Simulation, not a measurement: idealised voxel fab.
The process module presented herein is designated voxel gate over fins.
It is cross-section cut that appears here, measuring 300 nm in width, its square cells being 5 nm in size.
Cross-section format: a grid of square cells, given as bands from top to bottom; each band is one or more rows of cells.
Basically the band line says how high the top is and how high the bottom is, in nm, and then what's in it from left to right, every material with its width in nm. Empty space shows up as "air", and if a single material carries "edge to edge" it runs the full band edge to edge.
Heads up on the height convention: 0 is the point under which the incoming wafer is all one material, and the lowest band has no bottom, it just keeps going down, like "from 0 down".
A two-number width, for instance "30..40", indicates that the width is equal to the first number in the top row of the band and to the second number in the bottom row, and that it changes by a constant amount per row of cells.
Basically "everything unchanged" means that step didn't change any cell in the cross-section.
Under "Completely enclosed voids" you'll find the enclosed gaps, the ones with no way out to the top, that are 8 cells or bigger; each reads width x height at distance, with distance counted from the left edge, everything in nm.
Read whatever lies past the settings on a step's line as the simulator's own remark about the step.
A step line may carry the setting "overlay nm", which, for steps involving a mask, states the distance by which the mask lay to the right of its intended position; negative values denote displacement to the left.
## Below is the list of planned process steps
- 1: op RECEIVE | material Si
- 2: op CONFORMAL_DEP | material SiN | thk nm 5
- 3: op DIRECTIONAL_DEP | material aC | thk nm 10
- 4: op PATTERN | tone cover | mask id FINS | material resist | width nm 15 | pitch nm 40 | thk nm 30 | overlay nm 0
- 5: op DIRECTIONAL_ETCH | etch materials aC | depth nm 10
- 6: op STRIP | etch materials resist
- 7: op DIRECTIONAL_ETCH | etch materials SiN | depth nm 5
- 8: op DIRECTIONAL_ETCH | etch materials Si | depth nm 30
- 9: op STRIP | etch materials aC
- 10: op OXIDIZE | depth nm 5
- 11: op FILL_DEP | material SiO2 | thk nm 10
- 12: op CMP | height nm 5
- 13: op SELECTIVE_ETCH | etch materials SiO2 | depth nm 20
- 14: op STRIP | etch materials SiN
- 15: op CONFORMAL_DEP | material HfO2 | thk nm 5
- 16: op CONFORMAL_DEP | material TiN | thk nm 5
- 17: op CONFORMAL_DEP | material TiAl | thk nm 5
- 18: op CONFORMAL_DEP | material TiN | thk nm 5
- 19: op FILL_DEP | material W | thk nm 15
- 20: op CMP | height nm 30
- 21: op CONFORMAL_DEP | material SiCN | thk nm 5
## First wafer, two in total, run as planned
## As-received wafer cross-section (after step 1)
- from 0 down | Si edge to edge
- Completely enclosed voids: none
## Once step 2 is through, the wafer looks like this in cross-section
- from 5 to 0 | SiN edge to edge
- No changes below 0.
## Once step 3 is through, the wafer looks like this in cross-section
- from 15 to 5 | aC edge to edge
- No changes below 5.
## Once step 4 is through, the wafer looks like this in cross-section
- from 45 to 15 | air 100, then resist 15, then air 25, then resist 15, then air 25, then resist 15, then air 105
- No changes below 15.
## Once step 5 is through, the wafer looks like this in cross-section
- from 35 to 15 | air 100, then resist 15, then air 25, then resist 15, then air 25, then resist 15, then air 105
- from 15 to 5 | air 100, then aC 15, then air 25, then aC 15, then air 25, then aC 15, then air 105
- No changes below 5.
## Once step 6 is through, the wafer looks like this in cross-section
- from 15 to 5 | air 100, then aC 15, then air 25, then aC 15, then air 25, then aC 15, then air 105
- No changes below 5.
## Once step 7 is through, the wafer looks like this in cross-section
- from 15 to 5 | air 100, then aC 15, then air 25, then aC 15, then air 25, then aC 15, then air 105
- from 5 to 0 | air 100, then SiN 15, then air 25, then SiN 15, then air 25, then SiN 15, then air 105
- No changes below 0.
## Once step 8 is through, the wafer looks like this in cross-section
- from 15 to 5 | air 100, then aC 15, then air 25, then aC 15, then air 25, then aC 15, then air 105
- from 5 to 0 | air 100, then SiN 15, then air 25, then SiN 15, then air 25, then SiN 15, then air 105
- from 0 to -30 | air 100, then Si 15, then air 25, then Si 15, then air 25, then Si 15, then air 105
- No changes below -30.
## Once step 9 is through, the wafer looks like this in cross-section
- from 5 to 0 | air 100, then SiN 15, then air 25, then SiN 15, then air 25, then SiN 15, then air 105
- No changes below 0.
## Once step 10 is through, the wafer looks like this in cross-section
- from 5 to 0 | air 100, then SiN 15, then air 25, then SiN 15, then air 25, then SiN 15, then air 105
- from 0 to -30 | air 100, then SiO2 5, then Si 5, then SiO2 5, then air 25, then SiO2 5, then Si 5, then SiO2 5, then air 25, then SiO2 5, then Si 5, then SiO2 5, then air 105
- from -30 to -35 | SiO2 105, then Si 5, then SiO2 35, then Si 5, then SiO2 35, then Si 5, then SiO2 110
- No changes below -35.
## Once step 11 is through, the wafer looks like this in cross-section
- from 15 to 5 | SiO2 edge to edge
- from 5 to 0 | SiO2 100, then SiN 15, then SiO2 25, then SiN 15, then SiO2 25, then SiN 15, then SiO2 105
- from 0 to -35 | SiO2 105, then Si 5, then SiO2 35, then Si 5, then SiO2 35, then Si 5, then SiO2 110
- No changes below -35.
## Once step 12 is through, the wafer looks like this in cross-section
- from 5 to 0 | SiO2 100, then SiN 15, then SiO2 25, then SiN 15, then SiO2 25, then SiN 15, then SiO2 105
- No changes below 0.
## Once step 13 is through, the wafer looks like this in cross-section
- from 5 to 0 | air 100, then SiN 15, then air 25, then SiN 15, then air 25, then SiN 15, then air 105
- from 0 to -15 | air 105, then Si 5, then air 35, then Si 5, then air 35, then Si 5, then air 110
- No changes below -15.
## Once step 14 is through, the wafer looks like this in cross-section
- from 0 to -15 | air 105, then Si 5, then air 35, then Si 5, then air 35, then Si 5, then air 110
- No changes below -15.
## Once step 15 is through, the wafer looks like this in cross-section
- from 5 to 0 | air 100, then HfO2 15, then air 25, then HfO2 15, then air 25, then HfO2 15, then air 105
- from 0 to -10 | air 100, then HfO2 5, then Si 5, then HfO2 5, then air 25, then HfO2 5, then Si 5, then HfO2 5, then air 25, then HfO2 5, then Si 5, then HfO2 5, then air 105
- from -10 to -15 | HfO2 105, then Si 5, then HfO2 35, then Si 5, then HfO2 35, then Si 5, then HfO2 110
- No changes below -15.
## Once step 16 is through, the wafer looks like this in cross-section
- from 10 to 5 | air 95, then TiN 25, then air 15, then TiN 25, then air 15, then TiN 25, then air 100
- from 5 to 0 | air 95, then TiN 5, then HfO2 15, then TiN 5, then air 15, then TiN 5, then HfO2 15, then TiN 5, then air 15, then TiN 5, then HfO2 15, then TiN 5, then air 100
- from 0 to -5 | air 95, then TiN 5, then HfO2 5, then Si 5, then HfO2 5, then TiN 5, then air 15, then TiN 5, then HfO2 5, then Si 5, then HfO2 5, then TiN 5, then air 15, then TiN 5, then HfO2 5, then Si 5, then HfO2 5, then TiN 5, then air 100
- from -5 to -10 | TiN 100, then HfO2 5, then Si 5, then HfO2 5, then TiN 25, then HfO2 5, then Si 5, then HfO2 5, then TiN 25, then HfO2 5, then Si 5, then HfO2 5, then TiN 105
- No changes below -10.
## Once step 17 is through, the wafer looks like this in cross-section
- from 15 to 10 | air 90, then TiAl 35, then air 5, then TiAl 35, then air 5, then TiAl 35, then air 95
- from 10 to 5 | air 90, then TiAl 5, then TiN 25, then TiAl 5, then air 5, then TiAl 5, then TiN 25, then TiAl 5, then air 5, then TiAl 5, then TiN 25, then TiAl 5, then air 95
- from 5 to 0 | air 90, then TiAl 5, then TiN 5, then HfO2 15, then TiN 5, then TiAl 5, then air 5, then TiAl 5, then TiN 5, then HfO2 15, then TiN 5, then TiAl 5, then air 5, then TiAl 5, then TiN 5, then HfO2 15, then TiN 5, then TiAl 5, then air 95
- from 0 to -5 | TiAl 95, then TiN 5, then HfO2 5, then Si 5, then HfO2 5, then TiN 5, then TiAl 15, then TiN 5, then HfO2 5, then Si 5, then HfO2 5, then TiN 5, then TiAl 15, then TiN 5, then HfO2 5, then Si 5, then HfO2 5, then TiN 5, then TiAl 100
- No changes below -5.
## Once step 18 is through, the wafer looks like this in cross-section
- from 20 to 15 | air 85, then TiN 125, then air 90
- from 15 to 10 | air 85, then TiN 5, then TiAl 35, then TiN 5, then TiAl 35, then TiN 5, then TiAl 35, then TiN 5, then air 90
- from 10 to 5 | air 85, then TiN 5, then TiAl 5, then TiN 25, then TiAl 5, then TiN 5, then TiAl 5, then TiN 25, then TiAl 5, then TiN 5, then TiAl 5, then TiN 25, then TiAl 5, then TiN 5, then air 90
- from 5 to 0 | TiN 90, then TiAl 5, then TiN 5, then HfO2 15, then TiN 5, then TiAl 5, then TiN 5, then TiAl 5, then TiN 5, then HfO2 15, then TiN 5, then TiAl 5, then TiN 5, then TiAl 5, then TiN 5, then HfO2 15, then TiN 5, then TiAl 5, then TiN 95
- No changes below 0.
## Once step 19 is through, the wafer looks like this in cross-section
- from 35 to 20 | W edge to edge
- from 20 to 15 | W 85, then TiN 125, then W 90
- from 15 to 10 | W 85, then TiN 5, then TiAl 35, then TiN 5, then TiAl 35, then TiN 5, then TiAl 35, then TiN 5, then W 90
- from 10 to 5 | W 85, then TiN 5, then TiAl 5, then TiN 25, then TiAl 5, then TiN 5, then TiAl 5, then TiN 25, then TiAl 5, then TiN 5, then TiAl 5, then TiN 25, then TiAl 5, then TiN 5, then W 90
- No changes below 5.
## Once step 20 is through, the wafer looks like this in cross-section
- from 30 to 20 | W edge to edge
- No changes below 20.
## Once step 21 is through, the wafer looks like this in cross-section
- from 35 to 30 | SiCN edge to edge
- No changes below 30.
## Wafer two. Identical start, identical plan. One mistake in execution. Identical history through step 12
## Cross-section, second wafer, at the end time the plan gives for step 13
- from 5 to 0 | air 100, then SiN 15, then air 25, then SiN 15, then air 25, then SiN 15, then air 105
- from 0 to -35 | air 105, then Si 5, then air 35, then Si 5, then air 35, then Si 5, then air 110
- No changes below -35.
## Cross-section, second wafer, at the end time the plan gives for step 14
- from 0 to -35 | air 105, then Si 5, then air 35, then Si 5, then air 35, then Si 5, then air 110
- No changes below -35.
## Cross-section, second wafer, at the end time the plan gives for step 15
- from 5 to 0 | air 100, then HfO2 15, then air 25, then HfO2 15, then air 25, then HfO2 15, then air 105
- from 0 to -30 | air 100, then HfO2 5, then Si 5, then HfO2 5, then air 25, then HfO2 5, then Si 5, then HfO2 5, then air 25, then HfO2 5, then Si 5, then HfO2 5, then air 105
- from -30 to -35 | HfO2 105, then Si 5, then HfO2 35, then Si 5, then HfO2 35, then Si 5, then HfO2 110
- No changes below -35.
## Cross-section, second wafer, at the end time the plan gives for step 16
- from 10 to 5 | air 95, then TiN 25, then air 15, then TiN 25, then air 15, then TiN 25, then air 100
- from 5 to 0 | air 95, then TiN 5, then HfO2 15, then TiN 5, then air 15, then TiN 5, then HfO2 15, then TiN 5, then air 15, then TiN 5, then HfO2 15, then TiN 5, then air 100
- from 0 to -25 | air 95, then TiN 5, then HfO2 5, then Si 5, then HfO2 5, then TiN 5, then air 15, then TiN 5, then HfO2 5, then Si 5, then HfO2 5, then TiN 5, then air 15, then TiN 5, then HfO2 5, then Si 5, then HfO2 5, then TiN 5, then air 100
- from -25 to -30 | TiN 100, then HfO2 5, then Si 5, then HfO2 5, then TiN 25, then HfO2 5, then Si 5, then HfO2 5, then TiN 25, then HfO2 5, then Si 5, then HfO2 5, then TiN 105
- No changes below -30.
## Cross-section, second wafer, at the end time the plan gives for step 17
- from 15 to 10 | air 90, then TiAl 35, then air 5, then TiAl 35, then air 5, then TiAl 35, then air 95
- from 10 to 5 | air 90, then TiAl 5, then TiN 25, then TiAl 5, then air 5, then TiAl 5, then TiN 25, then TiAl 5, then air 5, then TiAl 5, then TiN 25, then TiAl 5, then air 95
- from 5 to 0 | air 90, then TiAl 5, then TiN 5, then HfO2 15, then TiN 5, then TiAl 5, then air 5, then TiAl 5, then TiN 5, then HfO2 15, then TiN 5, then TiAl 5, then air 5, then TiAl 5, then TiN 5, then HfO2 15, then TiN 5, then TiAl 5, then air 95
- from 0 to -20 | air 90, then TiAl 5, then TiN 5, then HfO2 5, then Si 5, then HfO2 5, then TiN 5, then TiAl 5, then air 5, then TiAl 5, then TiN 5, then HfO2 5, then Si 5, then HfO2 5, then TiN 5, then TiAl 5, then air 5, then TiAl 5, then TiN 5, then HfO2 5, then Si 5, then HfO2 5, then TiN 5, then TiAl 5, then air 95
- from -20 to -25 | TiAl 95, then TiN 5, then HfO2 5, then Si 5, then HfO2 5, then TiN 5, then TiAl 15, then TiN 5, then HfO2 5, then Si 5, then HfO2 5, then TiN 5, then TiAl 15, then TiN 5, then HfO2 5, then Si 5, then HfO2 5, then TiN 5, then TiAl 100
- No changes below -25.
## Cross-section, second wafer, at the end time the plan gives for step 18
- from 20 to 15 | air 85, then TiN 125, then air 90
- from 15 to 10 | air 85, then TiN 5, then TiAl 35, then TiN 5, then TiAl 35, then TiN 5, then TiAl 35, then TiN 5, then air 90
- from 10 to 5 | air 85, then TiN 5, then TiAl 5, then TiN 25, then TiAl 5, then TiN 5, then TiAl 5, then TiN 25, then TiAl 5, then TiN 5, then TiAl 5, then TiN 25, then TiAl 5, then TiN 5, then air 90
- from 5 to 0 | air 85, then TiN 5, then TiAl 5, then TiN 5, then HfO2 15, then TiN 5, then TiAl 5, then TiN 5, then TiAl 5, then TiN 5, then HfO2 15, then TiN 5, then TiAl 5, then TiN 5, then TiAl 5, then TiN 5, then HfO2 15, then TiN 5, then TiAl 5, then TiN 5, then air 90
- from 0 to -15 | air 85, then TiN 5, then TiAl 5, then TiN 5, then HfO2 5, then Si 5, then HfO2 5, then TiN 5, then TiAl 5, then TiN 5, then TiAl 5, then TiN 5, then HfO2 5, then Si 5, then HfO2 5, then TiN 5, then TiAl 5, then TiN 5, then TiAl 5, then TiN 5, then HfO2 5, then Si 5, then HfO2 5, then TiN 5, then TiAl 5, then TiN 5, then air 90
- from -15 to -20 | TiN 90, then TiAl 5, then TiN 5, then HfO2 5, then Si 5, then HfO2 5, then TiN 5, then TiAl 5, then TiN 5, then TiAl 5, then TiN 5, then HfO2 5, then Si 5, then HfO2 5, then TiN 5, then TiAl 5, then TiN 5, then TiAl 5, then TiN 5, then HfO2 5, then Si 5, then HfO2 5, then TiN 5, then TiAl 5, then TiN 95
- No changes below -20.
## Cross-section, second wafer, at the end time the plan gives for step 19
- from 35 to 20 | W edge to edge
- from 20 to 15 | W 85, then TiN 125, then W 90
- from 15 to 10 | W 85, then TiN 5, then TiAl 35, then TiN 5, then TiAl 35, then TiN 5, then TiAl 35, then TiN 5, then W 90
- from 10 to 5 | W 85, then TiN 5, then TiAl 5, then TiN 25, then TiAl 5, then TiN 5, then TiAl 5, then TiN 25, then TiAl 5, then TiN 5, then TiAl 5, then TiN 25, then TiAl 5, then TiN 5, then W 90
- from 5 to 0 | W 85, then TiN 5, then TiAl 5, then TiN 5, then HfO2 15, then TiN 5, then TiAl 5, then TiN 5, then TiAl 5, then TiN 5, then HfO2 15, then TiN 5, then TiAl 5, then TiN 5, then TiAl 5, then TiN 5, then HfO2 15, then TiN 5, then TiAl 5, then TiN 5, then W 90
- from 0 to -15 | W 85, then TiN 5, then TiAl 5, then TiN 5, then HfO2 5, then Si 5, then HfO2 5, then TiN 5, then TiAl 5, then TiN 5, then TiAl 5, then TiN 5, then HfO2 5, then Si 5, then HfO2 5, then TiN 5, then TiAl 5, then TiN 5, then TiAl 5, then TiN 5, then HfO2 5, then Si 5, then HfO2 5, then TiN 5, then TiAl 5, then TiN 5, then W 90
- No changes below -15.
## Cross-section, second wafer, at the end time the plan gives for step 20
- from 30 to 20 | W edge to edge
- No changes below 20.
## Cross-section, second wafer, at the end time the plan gives for step 21
- from 35 to 30 | SiCN edge to edge
- No changes below 30.
Want to know what went wrong? plan step 13 was twice executed
It is noted that, at the conclusion of processing, the second wafer exhibits a higher or lower cell count for certain materials relative to the first: +24 HfO2 | -228 SiO2 | +24 TiAl | +40 TiN | +140 W
